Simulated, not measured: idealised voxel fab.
Herein follows the process module entitled voxel ribs on slabs.
Section cut is 275 nm wide and gridded with 5 nm square cells.
Square cells in a grid make up a cross-section in this document, and the grid is given as bands, listed from the top down, each one or more rows of cells. Heads up on the band format: heights come first, top then bottom, in nm. After that it's the materials left to right, each with its width in nm. A single material flagged "everywhere" fills the whole band edge to edge, and "air" means there's empty space there. Zero point of the height axis is 0; under it, received wafer = one material. Lowest band: continues down indefinitely, "top 0, no bottom". Width spec "30 to 40" -> top row of cells at first value, bottom row at second value, equal per-row change in between. Reading "same as before" for a step: not a cell of the cross-section changed in it. Listed in "Listed closed voids": every empty space of 8 or more cells without an open way to the top. Form: width x height at distance, the distance being from the left edge, all in nm. Whatever follows a step's settings on its line is a remark the simulator itself makes about that step. "overlay nm" on a masked step: distance the mask lay right of its planned place, negative for left.
# The process steps that were planned are listed below
- 1: op RECEIVE | material Si
- 2: op DIRECTIONAL_DEP | material SiO2 | thk nm 25
- 3: op DIRECTIONAL_DEP | material SiN | thk nm 15
- 4: op MASKED_ETCH | tone cover | mask id RIB | width nm 25 | etch materials SiN | depth nm 5 | overlay nm 0
- 5: op DIRECTIONAL_DEP | material aC | thk nm 15
- 6: op PATTERN | tone cover | mask id SLAB | material resist | width nm 55 | thk nm 35 | overlay nm 0
- 7: op DIRECTIONAL_ETCH | etch materials aC | depth nm 15
- 8: op STRIP | etch materials resist
- 9: op DIRECTIONAL_ETCH | etch materials SiN | depth nm 10
- 10: op STRIP | etch materials aC
- 11: op FILL_DEP | material SiO2 | thk nm 15
- 12: op CMP | height nm 50
- 13: op DIRECTIONAL_DEP | material W | thk nm 10
- 14: op PATTERN | tone cover | mask id HEATER | material resist | width nm 25 | thk nm 20 | overlay nm 0
- 15: op DIRECTIONAL_ETCH | etch materials W | depth nm 10
- 16: op STRIP | etch materials resist
- 17: op CONFORMAL_DEP | material SiN | thk nm 10
The plan shows the width nm of step 14 as the first wafer had it; this setting differs between the wafers, which start out alike.
# Cut through the first of several wafers as received, post step 1
	top 0, no bottom = Si everywhere
	Listed closed voids: none
# Every row in this table is a wafer at the end of the module, and it gives, for each of the materials, the cells that wafer has gained (+) or lost (-) since it was received, then its closed voids
width nm 25 | +145 SiN | +523 SiO2 | +10 W | Listed closed voids: none
width nm 30 | +145 SiN | +523 SiO2 | +12 W | Listed closed voids: none
width nm 35 | +145 SiN | +523 SiO2 | +14 W | Listed closed voids: none
width nm 40 | +145 SiN | +523 SiO2 | +16 W | Listed closed voids: none
width nm 45 | +145 SiN | +523 SiO2 | +18 W | Listed closed voids: none
width nm 50 | +145 SiN | +523 SiO2 | +20 W | Listed closed voids: none
